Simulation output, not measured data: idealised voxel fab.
The following process module bears the name voxel ribs on slabs.
Square cells of 5 nm make up the cross-section cut, whose width is 220 nm.
Cross-sections here: square-cell grids, written as top-down lists of bands, a band being one or more rows of cells.
Each band's line starts with the height of the band's top and of its bottom, in nm. Then come its materials from left to right, each with its width in nm. One material with "edge to edge" fills the band from edge to edge. "empty" is empty space.
Heights are measured from 0, the level below which the as-received wafer is all one material; the lowest band has no bottom and continues downward, written as in "top 0, no bottom".
You'd read "30 to 40" like this: the band's top row of cells is as wide as the first number, its bottom row is as wide as the second, and going down, every row changes width by the same amount as the row before did.
Step note "no change" = no cross-section cell changed.
"Closed void list" means: voids of 8 cells or more that are shut off from the top with no open way through. Written width x height at distance, distance from the left edge, in nm.
If you see something after the settings on a step's line, that's the simulator's own remark about that step.
Among the settings permitted on a step's line is "overlay nm"; applied to a step with a mask, it specifies the extent to which the mask lay to the right of its planned position, whereas a negative figure signifies a position to the left.

Process steps (planned)
1,RECEIVE, material Si
2,DIRECTIONAL_DEP, material SiO2, thk nm 20
3,DIRECTIONAL_DEP, material polySi, thk nm 20
4,PATTERN, tone cover, mask id RIB, material resist, width nm 20, thk nm 20, overlay nm 0
5,DIRECTIONAL_ETCH, etch materials polySi, depth nm 5
6,STRIP, etch materials resist
7,DIRECTIONAL_DEP, material aC, thk nm 10
8,PATTERN, tone cover, mask id SLAB, material resist, width nm 70, thk nm 30, overlay nm 0
9,DIRECTIONAL_ETCH, etch materials aC, depth nm 5
10,STRIP, etch materials resist
11,DIRECTIONAL_ETCH, etch materials polySi, depth nm 15
12,STRIP, etch materials aC
13,FILL_DEP, material SiO2, thk nm 20
14,CMP, height nm 55
15,DIRECTIONAL_DEP, material TiN, thk nm 10
16,PATTERN, tone cover, mask id HEATER, material resist, width nm 30, thk nm 15, overlay nm 0
17,DIRECTIONAL_ETCH, etch materials TiN, depth nm 10
18,STRIP, etch materials resist
19,CONFORMAL_DEP, material SiN, thk nm 5
Variable across wafers: step 9 depth nm (plan value is that of the first wafer; starting state common to all).

First of several wafers, received after step 1, in cross-section
top 0, no bottom = Si edge to edge
Closed void list: none

At the end of the module, after its last step, step 19, the first of several wafers appears in cross-section as follows
top 70, bottom 65 = 90 empty | 40 SiN | 90 empty
top 65, bottom 60 = 90 empty | 5 SiN | 30 TiN | 5 SiN | 90 empty
top 60, bottom 55 = 95 SiN | 30 TiN | 95 SiN
top 55, bottom 40 = SiO2 edge to edge
top 40, bottom 35 = 100 SiO2 | 20 polySi | 100 SiO2
top 35, bottom 20 = polySi edge to edge
top 20, bottom 0 = SiO2 edge to edge
top 0, no bottom = Si edge to edge
Closed void list: none

The module's end: a cross-section of the last wafer
top 70, bottom 65 = 90 empty | 40 SiN | 90 empty
top 65, bottom 60 = 90 empty | 5 SiN | 30 TiN | 5 SiN | 90 empty
top 60, bottom 55 = 95 SiN | 30 TiN | 95 SiN
top 55, bottom 40 = SiO2 edge to edge
top 40, bottom 35 = 100 SiO2 | 20 polySi | 100 SiO2
top 35, bottom 20 = 75 SiO2 | 70 polySi | 75 SiO2
top 20, bottom 0 = SiO2 edge to edge
top 0, no bottom = Si edge to edge
Closed void list: none

Per wafer, end of module: cells gained (+) or lost (-) per material since receipt, then closed voids
depth nm 5; +48 SiN; +348 SiO2; +12 TiN; +136 polySi; Closed void list: none
depth nm 10; +48 SiN; +438 SiO2; +12 TiN; +46 polySi; Closed void list: none
depth nm 15; +48 SiN; +438 SiO2; +12 TiN; +46 polySi; Closed void list: none
depth nm 20; +48 SiN; +438 SiO2; +12 TiN; +46 polySi; Closed void list: none
depth nm 25; +48 SiN; +438 SiO2; +12 TiN; +46 polySi; Closed void list: none
